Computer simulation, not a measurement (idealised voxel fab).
process module | voxel wiring stack
cross-section cut | 280 nm wide | cells 5 nm
A cross-section is a grid of square cells, given in bands from the top down. A band is one or more rows of cells.
Each band's line starts with the height of the band's top and of its bottom, in nm. Then come its materials from left to right, each with its width in nm. One material with "throughout" fills the band from edge to edge. "air" is empty space.
Height 0 is the level under which the wafer as received is all one material. The lowest band goes on downwards, as in "0 down".
A width such as "30 to 40" changes by the same amount from each row of cells to the next, from the band's top row to its bottom row.
"no change" after a step means that no cell of the cross-section changed.
closed voids: empty space of 8 cells or more with no open way to the top, each as width x height at its distance from the left edge, in nm
after a step's settings: what the simulator itself notes on the step
overlay nm, on a step with a mask: how far to the right of its planned place the mask lay; to the left if negative
plan
1 op RECEIVE | material Si
2 op CONFORMAL_DEP | material SiO2 | thk nm 15
3 op CONFORMAL_DEP | material SiN | thk nm 5
4 op DIRECTIONAL_DEP | material lowk | thk nm 20
5 op DIRECTIONAL_DEP | material aC | thk nm 10
6 op PATTERN | tone open | mask id METAL_1 | material resist | width nm 15 | pitch nm 45 | thk nm 25 | overlay nm 0
7 op DIRECTIONAL_ETCH | etch materials aC | depth nm 10
8 op STRIP | etch materials resist
9 op DIRECTIONAL_ETCH | etch materials lowk | depth nm 20
10 op DIRECTIONAL_ETCH | etch materials SiN | depth nm 5
11 op STRIP | etch materials aC
12 op CONFORMAL_DEP | material TiN | thk nm 5
13 op FILL_DEP | material Ru | thk nm 5
14 op CMP | height nm 40
15 op CONFORMAL_DEP | material SiCN | thk nm 5
16 op DIRECTIONAL_DEP | material lowk | thk nm 10
17 op MASKED_ETCH | tone open | mask id PLUG_1 | width nm 15 | pitch nm 45 | etch materials lowk | depth nm 10 | overlay nm 0
18 op MASKED_ETCH | tone open | mask id PLUG_1 | width nm 15 | pitch nm 45 | etch materials SiCN | depth nm 5 | overlay nm 0
19 op EPI | material Ru | thk nm 10
20 op EPI | material Ru | thk nm 5
21 op CONFORMAL_DEP | material SiN | thk nm 5
22 op DIRECTIONAL_DEP | material SiO2 | thk nm 15
23 op PATTERN | tone open | mask id METAL_2 | material resist | width nm 25 | pitch nm 45 | thk nm 20 | overlay nm 0
24 op DIRECTIONAL_ETCH | etch materials SiO2 | depth nm 15
25 op DIRECTIONAL_ETCH | etch materials SiN | depth nm 5
26 op STRIP | etch materials resist
27 op CONFORMAL_DEP | material TiN | thk nm 5
28 op FILL_DEP | material Cu | thk nm 5
29 op CMP | height nm 75
30 op CONFORMAL_DEP | material SiN | thk nm 5
varied across the wafers: width nm of step 6. The plan shows the first wafer's value. All wafers start alike
first wafer as received, after step 1
  0 down: Si throughout
  closed voids: none
first wafer at the end, after step 30
  80 to 75: SiN throughout
  75 to 60: SiO2 80 | TiN 5 | Cu 15 | TiN 5 | SiO2 20 | TiN 5 | Cu 15 | TiN 5 | SiO2 20 | TiN 5 | Cu 15 | TiN 5 | SiO2 85
  60 to 55: SiN 80 | TiN 25 | SiN 20 | TiN 25 | SiN 20 | TiN 25 | SiN 85
  55 to 45: lowk 80 | Ru 15 | lowk 30 | Ru 15 | lowk 30 | Ru 15 | lowk 95
  45 to 40: SiCN 80 | Ru 15 | SiCN 30 | Ru 15 | SiCN 30 | Ru 15 | SiCN 95
  40 to 20: lowk 85 | TiN 5 | Ru 5 | TiN 5 | lowk 30 | TiN 5 | Ru 5 | TiN 5 | lowk 30 | TiN 5 | Ru 5 | TiN 5 | lowk 90
  20 to 15: SiN 85 | TiN 15 | SiN 30 | TiN 15 | SiN 30 | TiN 15 | SiN 90
  15 to 0: SiO2 throughout
  0 down: Si throughout
  closed voids: none
last wafer at the end
  80 to 75: SiN throughout
  75 to 60: SiO2 80 | TiN 5 | Cu 15 | TiN 5 | SiO2 20 | TiN 5 | Cu 15 | TiN 5 | SiO2 20 | TiN 5 | Cu 15 | TiN 5 | SiO2 85
  60 to 55: SiN 80 | TiN 25 | SiN 20 | TiN 25 | SiN 20 | TiN 25 | SiN 85
  55 to 45: lowk 80 | Ru 15 | lowk 30 | Ru 15 | lowk 30 | Ru 15 | lowk 95
  45 to 40: SiCN 80 | Ru 15 | SiCN 30 | Ru 15 | SiCN 30 | Ru 15 | SiCN 95
  40 to 20: lowk 80 | TiN 5 | Ru 20 | TiN 5 | lowk 15 | TiN 5 | Ru 20 | TiN 5 | lowk 15 | TiN 5 | Ru 20 | TiN 5 | lowk 80
  20 to 15: SiN 80 | TiN 30 | SiN 15 | TiN 30 | SiN 15 | TiN 30 | SiN 80
  15 to 0: SiO2 throughout
  0 down: Si throughout
  closed voids: none
each wafer at the end: cells of each material gained (+) or lost (-) since it was received, then its closed voids
width nm 15 | +27 Cu | +39 Ru | +47 SiCN | +144 SiN | +291 SiO2 | +66 TiN | +282 lowk | closed voids: none
width nm 20 | +27 Cu | +51 Ru | +47 SiCN | +141 SiN | +291 SiO2 | +69 TiN | +270 lowk | closed voids: none
width nm 25 | +27 Cu | +63 Ru | +47 SiCN | +138 SiN | +291 SiO2 | +72 TiN | +258 lowk | closed voids: none
width nm 30 | +27 Cu | +75 Ru | +47 SiCN | +135 SiN | +291 SiO2 | +75 TiN | +246 lowk | closed voids: none
